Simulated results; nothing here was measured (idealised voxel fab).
process module | voxel air gaps
In the cross-section labelled cut, the width is 290 nm and each square cell is 5 nm.
Throughout this document, each cross-section is represented as a grid of square cells and is presented as a sequence of bands enumerated from the top downward, where a band comprises one or more rows of cells. Within each band entry, the heights of the top and of the bottom of the band appear first, in that order and in nm; the materials of the band then follow from left to right, each with its corresponding width in nm. The designation "edge to edge" on a single material indicates that it fills the band from edge to edge; the designation "blank" indicates empty space. Heads up on the height convention: 0 is the point under which the incoming wafer is all one material, and the lowest band has no bottom, it just keeps going down, like "0 and below". Width: "30 to 40" (first number = top row, second number = bottom row, same change from row to row of cells). "all unchanged" for a step: no cell of the cross-section changed in that step. "Closed internal voids" contains a list of empty spaces, each no smaller than 8 cells and without an open way to the top, written in the form width x height at distance with the distance from the left edge and all three in nm. Post-settings text on a step line: simulator's own remark regarding the step. Each step line may optionally specify "overlay nm", which for a step with a mask gives the rightward distance between the mask's planned place and where it lay, a negative value indicating the leftward direction.

# Listed below are the process steps as planned
1,op RECEIVE | material Si
2,op CONFORMAL_DEP | material SiO2 | thk nm 15
3,op CONFORMAL_DEP | material SiN | thk nm 5
4,op DIRECTIONAL_DEP | material SiO2 | thk nm 40
5,op PATTERN | tone open | mask id LINES | material resist | width nm 25 | pitch nm 50 | thk nm 15 | overlay nm 0
6,op DIRECTIONAL_ETCH | etch materials SiO2 | depth nm 40
7,op STRIP | etch materials resist
8,op CONFORMAL_DEP | material TiN | thk nm 5
9,op FILL_DEP | material Ru | thk nm 5
10,op CMP | height nm 60
11,op EPI | material Ru | thk nm 10
12,op SELECTIVE_ETCH | etch materials SiO2 | depth nm 50
13,op CONFORMAL_DEP | material SiCN | thk nm 5

# Wafer, first of two, run as planned

# Cross-section of the wafer upon arrival, representing the state reached after step 1
* 0 and below = Si edge to edge
* Closed internal voids: none

# Cross-section: wafer state after step 2
* 15 down to 0 = SiO2 edge to edge
* Below a height of 0, the structure has not been altered.

# Cross-section: wafer state after step 3
* 20 down to 15 = SiN edge to edge
* Below a height of 15, the structure has not been altered.

# Cross-section: wafer state after step 4
* 60 down to 20 = SiO2 edge to edge
* Below a height of 20, the structure has not been altered.

# Cross-section: wafer state after step 5
* 75 down to 60 = resist 80 nm, then blank 25 nm, then resist 25 nm, then blank 25 nm, then resist 25 nm, then blank 25 nm, then resist 85 nm
* Below a height of 60, the structure has not been altered.

# Cross-section: wafer state after step 6
* 75 down to 60 = resist 80 nm, then blank 25 nm, then resist 25 nm, then blank 25 nm, then resist 25 nm, then blank 25 nm, then resist 85 nm
* 60 down to 20 = SiO2 80 nm, then blank 25 nm, then SiO2 25 nm, then blank 25 nm, then SiO2 25 nm, then blank 25 nm, then SiO2 85 nm
* Below a height of 20, the structure has not been altered.

# Cross-section: wafer state after step 7
* 60 down to 20 = SiO2 80 nm, then blank 25 nm, then SiO2 25 nm, then blank 25 nm, then SiO2 25 nm, then blank 25 nm, then SiO2 85 nm
* Below a height of 20, the structure has not been altered.

# Cross-section: wafer state after step 8
* 65 down to 60 = TiN 85 nm, then blank 15 nm, then TiN 35 nm, then blank 15 nm, then TiN 35 nm, then blank 15 nm, then TiN 90 nm
* 60 down to 25 = SiO2 80 nm, then TiN 5 nm, then blank 15 nm, then TiN 5 nm, then SiO2 25 nm, then TiN 5 nm, then blank 15 nm, then TiN 5 nm, then SiO2 25 nm, then TiN 5 nm, then blank 15 nm, then TiN 5 nm, then SiO2 85 nm
* 25 down to 20 = SiO2 80 nm, then TiN 25 nm, then SiO2 25 nm, then TiN 25 nm, then SiO2 25 nm, then TiN 25 nm, then SiO2 85 nm
* Below a height of 20, the structure has not been altered.

# Cross-section: wafer state after step 9
* 70 down to 65 = Ru edge to edge
* 65 down to 60 = TiN 85 nm, then Ru 15 nm, then TiN 35 nm, then Ru 15 nm, then TiN 35 nm, then Ru 15 nm, then TiN 90 nm
* 60 down to 25 = SiO2 80 nm, then TiN 5 nm, then Ru 15 nm, then TiN 5 nm, then SiO2 25 nm, then TiN 5 nm, then Ru 15 nm, then TiN 5 nm, then SiO2 25 nm, then TiN 5 nm, then Ru 15 nm, then TiN 5 nm, then SiO2 85 nm
* Below a height of 25, the structure has not been altered.

# Cross-section: wafer state after step 10
* 60 down to 25 = SiO2 80 nm, then TiN 5 nm, then Ru 15 nm, then TiN 5 nm, then SiO2 25 nm, then TiN 5 nm, then Ru 15 nm, then TiN 5 nm, then SiO2 25 nm, then TiN 5 nm, then Ru 15 nm, then TiN 5 nm, then SiO2 85 nm
* Below a height of 25, the structure has not been altered.

# Cross-section: wafer state after step 11
* 70 down to 60 = blank 70 nm, then Ru 45 nm, then blank 5 nm, then Ru 45 nm, then blank 5 nm, then Ru 45 nm, then blank 75 nm
* Below a height of 60, the structure has not been altered.

# Cross-section: wafer state after step 12
* 70 down to 60 = blank 70 nm, then Ru 45 nm, then blank 5 nm, then Ru 45 nm, then blank 5 nm, then Ru 45 nm, then blank 75 nm
* 60 down to 25 = blank 80 nm, then TiN 5 nm, then Ru 15 nm, then TiN 5 nm, then blank 25 nm, then TiN 5 nm, then Ru 15 nm, then TiN 5 nm, then blank 25 nm, then TiN 5 nm, then Ru 15 nm, then TiN 5 nm, then blank 85 nm
* 25 down to 20 = blank 80 nm, then TiN 25 nm, then blank 25 nm, then TiN 25 nm, then blank 25 nm, then TiN 25 nm, then blank 85 nm
* Below a height of 20, the structure has not been altered.

# Cross-section: wafer state after step 13
* 75 down to 70 = blank 65 nm, then SiCN 155 nm, then blank 70 nm
* 70 down to 60 = blank 65 nm, then SiCN 5 nm, then Ru 45 nm, then SiCN 5 nm, then Ru 45 nm, then SiCN 5 nm, then Ru 45 nm, then SiCN 5 nm, then blank 70 nm
* 60 down to 55 = blank 65 nm, then SiCN 15 nm, then TiN 5 nm, then Ru 15 nm, then TiN 5 nm, then SiCN 25 nm, then TiN 5 nm, then Ru 15 nm, then TiN 5 nm, then SiCN 25 nm, then TiN 5 nm, then Ru 15 nm, then TiN 5 nm, then SiCN 15 nm, then blank 70 nm
* 55 down to 25 = blank 75 nm, then SiCN 5 nm, then TiN 5 nm, then Ru 15 nm, then TiN 5 nm, then SiCN 5 nm, then blank 15 nm, then SiCN 5 nm, then TiN 5 nm, then Ru 15 nm, then TiN 5 nm, then SiCN 5 nm, then blank 15 nm, then SiCN 5 nm, then TiN 5 nm, then Ru 15 nm, then TiN 5 nm, then SiCN 5 nm, then blank 80 nm
* 25 down to 20 = SiCN 80 nm, then TiN 25 nm, then SiCN 25 nm, then TiN 25 nm, then SiCN 25 nm, then TiN 25 nm, then SiCN 85 nm
* Below a height of 20, the structure has not been altered.
* Closed internal voids: 15 x 30 at 110; 15 x 30 at 160

# For the second wafer, take the first wafer's start and plan, then add one mistake made in running it; everything through step 8, that step included, is shared with the first

# when step 9 should have ended
* 70 down to 65 = SiO2 edge to edge
* 65 down to 60 = TiN 85 nm, then SiO2 15 nm, then TiN 35 nm, then SiO2 15 nm, then TiN 35 nm, then SiO2 15 nm, then TiN 90 nm
* 60 down to 25 = SiO2 80 nm, then TiN 5 nm, then SiO2 15 nm, then TiN 5 nm, then SiO2 25 nm, then TiN 5 nm, then SiO2 15 nm, then TiN 5 nm, then SiO2 25 nm, then TiN 5 nm, then SiO2 15 nm, then TiN 5 nm, then SiO2 85 nm
* Below a height of 25, the structure has not been altered.

# when step 10 should have ended
* 60 down to 25 = SiO2 80 nm, then TiN 5 nm, then SiO2 15 nm, then TiN 5 nm, then SiO2 25 nm, then TiN 5 nm, then SiO2 15 nm, then TiN 5 nm, then SiO2 25 nm, then TiN 5 nm, then SiO2 15 nm, then TiN 5 nm, then SiO2 85 nm
* Below a height of 25, the structure has not been altered.

# when step 11 should have ended
* 70 down to 60 = blank 70 nm, then Ru 45 nm, then blank 5 nm, then Ru 45 nm, then blank 5 nm, then Ru 45 nm, then blank 75 nm
* Below a height of 60, the structure has not been altered.

# when step 12 should have ended
* 70 down to 60 = blank 70 nm, then Ru 45 nm, then blank 5 nm, then Ru 45 nm, then blank 5 nm, then Ru 45 nm, then blank 75 nm
* 60 down to 25 = blank 80 nm, then TiN 5 nm, then SiO2 15 nm, then TiN 5 nm, then blank 25 nm, then TiN 5 nm, then SiO2 15 nm, then TiN 5 nm, then blank 25 nm, then TiN 5 nm, then SiO2 15 nm, then TiN 5 nm, then blank 85 nm
* 25 down to 20 = blank 80 nm, then TiN 25 nm, then blank 25 nm, then TiN 25 nm, then blank 25 nm, then TiN 25 nm, then blank 85 nm
* Below a height of 20, the structure has not been altered.

# when step 13 should have ended
* 75 down to 70 = blank 65 nm, then SiCN 155 nm, then blank 70 nm
* 70 down to 60 = blank 65 nm, then SiCN 5 nm, then Ru 45 nm, then SiCN 5 nm, then Ru 45 nm, then SiCN 5 nm, then Ru 45 nm, then SiCN 5 nm, then blank 70 nm
* 60 down to 55 = blank 65 nm, then SiCN 15 nm, then TiN 5 nm, then SiO2 15 nm, then TiN 5 nm, then SiCN 25 nm, then TiN 5 nm, then SiO2 15 nm, then TiN 5 nm, then SiCN 25 nm, then TiN 5 nm, then SiO2 15 nm, then TiN 5 nm, then SiCN 15 nm, then blank 70 nm
* 55 down to 25 = blank 75 nm, then SiCN 5 nm, then TiN 5 nm, then SiO2 15 nm, then TiN 5 nm, then SiCN 5 nm, then blank 15 nm, then SiCN 5 nm, then TiN 5 nm, then SiO2 15 nm, then TiN 5 nm, then SiCN 5 nm, then blank 15 nm, then SiCN 5 nm, then TiN 5 nm, then SiO2 15 nm, then TiN 5 nm, then SiCN 5 nm, then blank 80 nm
* 25 down to 20 = SiCN 80 nm, then TiN 25 nm, then SiCN 25 nm, then TiN 25 nm, then SiCN 25 nm, then TiN 25 nm, then SiCN 85 nm
* Below a height of 20, the structure has not been altered.
* Closed internal voids: 15 x 30 at 110; 15 x 30 at 160
What broke from the plan during processing? step 9 off recipe, ran as op FILL_DEP | material SiO2 | thk nm 5
Materials where the second wafer ends with more or fewer cells than the first: 63 fewer of Ru; 63 more of SiO2
